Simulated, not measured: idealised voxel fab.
Presented below is a process module, voxel gate over fins.
FYI the section here is cut, 180 nm wide, cells are 5 nm squares.
This document writes a cross-section as a grid whose cells are square, and gives it as bands, listed from the top down; one or more rows of cells form a band. It is stipulated that each band's entry specify, in nanometres, the height of the top of the band and then that of its bottom, followed by the materials of the band in left-to-right sequence, each together with its width in nanometres. A single material marked by the word "all across" is understood to fill the band from edge to edge; the word "empty" is understood to denote empty space. The level at which height equals 0 is the one under which the wafer, as it arrives, is entirely one material. No lower edge exists for the bottom band, which continues downward and is notated as in "z 0 and below". Graded width ("30..40"): value in top row of band = first number; value in bottom row = second number; row-to-row change constant. Key: "no alteration" - step with no changed cell in the cross-section. Heads up: "Completely sealed voids" only lists the empty pockets with no open path to the top that are 8 cells or more, and it writes them as width x height at distance, distance from the left edge, in nm. Formally, on a step line, whatever follows the settings is a remark that the simulator itself makes on the step. If you see "overlay nm" on a step's line and that step has a mask, it's telling you how far right of where it was planned the mask ended up; a negative number means it went left instead.
This section lists the process steps that were planned:
1. RECEIVE, material Si
2. CONFORMAL_DEP, material SiN, thk nm 10
3. DIRECTIONAL_DEP, material aC, thk nm 10
4. PATTERN, tone cover, mask id FINS, material resist, width nm 15, pitch nm 40, thk nm 25, overlay nm 0
5. DIRECTIONAL_ETCH, etch materials aC, depth nm 10
6. STRIP, etch materials resist
7. DIRECTIONAL_ETCH, etch materials SiN, depth nm 10
8. DIRECTIONAL_ETCH, etch materials Si, depth nm 30
9. STRIP, etch materials aC
10. OXIDIZE, depth nm 5
11. FILL_DEP, material SiO2, thk nm 15
12. CMP, height nm 10
13. SELECTIVE_ETCH, etch materials SiO2, depth nm 25
14. STRIP, etch materials SiN
15. CONFORMAL_DEP, material HfO2, thk nm 5
16. CONFORMAL_DEP, material TiN, thk nm 5
17. FILL_DEP, material W, thk nm 10
18. CMP, height nm 15
19. CONFORMAL_DEP, material SiCN, thk nm 10
Incoming wafer in cross-section (state: after step 1):
    z 0 and below = Si all across
    Completely sealed voids: none
Cross-sectional result after module completion. Note: starting condition and plan are unchanged from above; one processing mistake was made:
    z 25 to 15 = SiCN all across
    z 15 to 5 = 5 of W, 165 of TiN, 10 of W
    z 5 to 0 = 20 of TiN, 15 of HfO2, 25 of TiN, 15 of HfO2, 25 of TiN, 15 of HfO2, 25 of TiN, 15 of HfO2, 25 of TiN
    z 0 to -10 = 20 of TiN, 5 of HfO2, 5 of Si, 5 of HfO2, 25 of TiN, 5 of HfO2, 5 of Si, 5 of HfO2, 25 of TiN, 5 of HfO2, 5 of Si, 5 of HfO2, 25 of TiN, 5 of HfO2, 5 of Si, 5 of HfO2, 25 of TiN
    z -10 to -15 = 25 of HfO2, 5 of Si, 35 of HfO2, 5 of Si, 35 of HfO2, 5 of Si, 35 of HfO2, 5 of Si, 30 of HfO2
    z -15 to -35 = 25 of SiO2, 5 of Si, 35 of SiO2, 5 of Si, 35 of SiO2, 5 of Si, 35 of SiO2, 5 of Si, 30 of SiO2
    z -35 and below = Si all across
    Completely sealed voids: none
Processing error: heads up, step 16 didn't go per plan, it actually ran as CONFORMAL_DEP, material TiN, thk nm 15
